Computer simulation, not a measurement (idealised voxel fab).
The process module that follows is named voxel wiring stack.
Section cut is 235 nm wide and gridded with 5 nm square cells.
Format of a cross-section: grid, square cells. Given as bands. Order: top down. Band: one or more rows of cells.
Band entry format. Leading values: height of top, height of bottom, nm. Remainder: materials in left-to-right order, each with its width in nm. Special words: "everywhere" on a single material, which then fills the band edge to edge; "air", empty space.
Basically, 0 is our baseline, since under it the wafer straight out of the box is all one material. The bottom band has no lower end and keeps on going down, so it looks like "0 -> down".
It should be noted that a width expressed as "30 to 40" varies in equal increments from row to row of cells within the band, taking the value of the first number at the top row and that of the second number at the bottom row.
The designation "no modifications", where it is given for a processing step, indicates that no cell of the cross-section was altered in the course of that step.
Under "Closed-off voids" you'll find the enclosed gaps, the ones with no way out to the top, that are 8 cells or bigger; each reads width x height at distance, with distance counted from the left edge, everything in nm.
It should be noted that, on the line of a given step, the content following the step's settings is a remark produced by the simulator itself with respect to that step.
You can add "overlay nm" to a step's line. For a step with a mask, it describes how far the mask lay to the right of its planned position, and a negative number describes a lay to the left.

**plan**
- 1: RECEIVE, material Si
- 2: CONFORMAL_DEP, material SiO2, thk nm 10
- 3: DIRECTIONAL_DEP, material TiN, thk nm 5
- 4: DIRECTIONAL_DEP, material W, thk nm 15
- 5: MASKED_ETCH, tone cover, mask id METAL_1, width nm 20, pitch nm 50, etch materials W, depth nm 15, overlay nm 0
- 6: MASKED_ETCH, tone cover, mask id METAL_1, width nm 20, pitch nm 50, etch materials TiN, depth nm 5, overlay nm 0
- 7: FILL_DEP, material SiO2, thk nm 10
- 8: CMP, height nm 30
- 9: CONFORMAL_DEP, material SiCN, thk nm 5
- 10: DIRECTIONAL_DEP, material lowk, thk nm 25
- 11: MASKED_ETCH, tone open, mask id METAL_2, width nm 20, pitch nm 50, etch materials lowk, depth nm 15, overlay nm 0
- 12: PATTERN, tone open, mask id METAL_2_HOLES, material resist, width nm 15, pitch nm 50, thk nm 15, overlay nm 0
- 13: DIRECTIONAL_ETCH, etch materials lowk, depth nm 10
- 14: DIRECTIONAL_ETCH, etch materials SiCN, depth nm 5
- 15: STRIP, etch materials resist
- 16: CONFORMAL_DEP, material TiN, thk nm 5
- 17: FILL_DEP, material Ru, thk nm 5
- 18: CMP, height nm 60
- 19: CONFORMAL_DEP, material SiCN, thk nm 5
- 20: DIRECTIONAL_DEP, material SiO2, thk nm 20
- 21: MASKED_ETCH, tone open, mask id PLUG_2, width nm 15, pitch nm 100, etch materials SiO2, depth nm 20, overlay nm 0
- 22: MASKED_ETCH, tone open, mask id PLUG_2, width nm 15, pitch nm 100, etch materials SiCN, depth nm 5, overlay nm 0
- 23: CONFORMAL_DEP, material TiN, thk nm 5
- 24: FILL_DEP, material Cu, thk nm 5
- 25: CMP, height nm 85
- 26: CONFORMAL_DEP, material SiN, thk nm 5
- 27: DIRECTIONAL_DEP, material lowk, thk nm 20
- 28: DIRECTIONAL_DEP, material aC, thk nm 10
- 29: PATTERN, tone open, mask id METAL_3, material resist, width nm 20, pitch nm 50, thk nm 30, overlay nm 0
- 30: DIRECTIONAL_ETCH, etch materials aC, depth nm 10
- 31: STRIP, etch materials resist
- 32: DIRECTIONAL_ETCH, etch materials lowk, depth nm 20
- 33: DIRECTIONAL_ETCH, etch materials SiN, depth nm 5
- 34: STRIP, etch materials aC
- 35: CONFORMAL_DEP, material TiN, thk nm 5
- 36: FILL_DEP, material Cu, thk nm 5
- 37: CMP, height nm 110
- 38: EPI, material Ru, thk nm 5
- 39: FILL_DEP, material SiCN, thk nm 5

**Cross-section of the wafer upon arrival, representing the state reached after step 1**
  0 -> down  Si everywhere
  Closed-off voids: none

**Look at the cross-section after the module: the wafer started out the way shown above and the plan was the one shown above, yet one mistake was made along the way**
  120 -> 115  SiCN everywhere
  115 -> 110  25 SiCN | 30 Ru | 20 SiCN | 30 Ru | 20 SiCN | 30 Ru | 20 SiCN | 30 Ru | 30 SiCN
  110 -> 90  30 lowk | 5 TiN | 10 Cu | 5 TiN | 30 lowk | 5 TiN | 10 Cu | 5 TiN | 30 lowk | 5 TiN | 10 Cu | 5 TiN | 30 lowk | 5 TiN | 10 Cu | 5 TiN | 35 lowk
  90 -> 85  30 SiN | 20 TiN | 30 SiN | 20 TiN | 30 SiN | 20 TiN | 30 SiN | 20 TiN | 35 SiN
  85 -> 65  30 SiO2 | 5 TiN | 5 Cu | 5 TiN | 85 SiO2 | 5 TiN | 5 Cu | 5 TiN | 90 SiO2
  65 -> 60  30 SiCN | 15 TiN | 85 SiCN | 15 TiN | 90 SiCN
  60 -> 55  Ru everywhere
  55 -> 50  35 TiN | 10 Ru | 40 TiN | 10 Ru | 40 TiN | 10 Ru | 40 TiN | 10 Ru | 40 TiN
  50 -> 40  30 lowk | 5 TiN | 10 Ru | 5 TiN | 30 lowk | 5 TiN | 10 Ru | 5 TiN | 30 lowk | 5 TiN | 10 Ru | 5 TiN | 30 lowk | 5 TiN | 10 Ru | 5 TiN | 35 lowk
  40 -> 35  30 lowk | 5 TiN | 5 Ru | 10 TiN | 30 lowk | 5 TiN | 5 Ru | 10 TiN | 30 lowk | 5 TiN | 5 Ru | 10 TiN | 30 lowk | 5 TiN | 5 Ru | 10 TiN | 35 lowk
  35 -> 25  30 lowk | 5 TiN | 5 Ru | 5 TiN | 35 lowk | 5 TiN | 5 Ru | 5 TiN | 35 lowk | 5 TiN | 5 Ru | 5 TiN | 35 lowk | 5 TiN | 5 Ru | 5 TiN | 40 lowk
  25 -> 20  30 SiCN | 15 TiN | 35 SiCN | 15 TiN | 35 SiCN | 15 TiN | 35 SiCN | 15 TiN | 40 SiCN
  20 -> 15  30 SiO2 | 20 W | 30 SiO2 | 20 W | 30 SiO2 | 20 W | 30 SiO2 | 20 W | 35 SiO2
  15 -> 10  30 SiO2 | 20 TiN | 30 SiO2 | 20 TiN | 30 SiO2 | 20 TiN | 30 SiO2 | 20 TiN | 35 SiO2
  10 -> 0  SiO2 everywhere
  0 -> down  Si everywhere
  Closed-off voids: none
Where did the run depart from the plan? step 8: run off-plan, actual operation and settings CMP, height nm 20
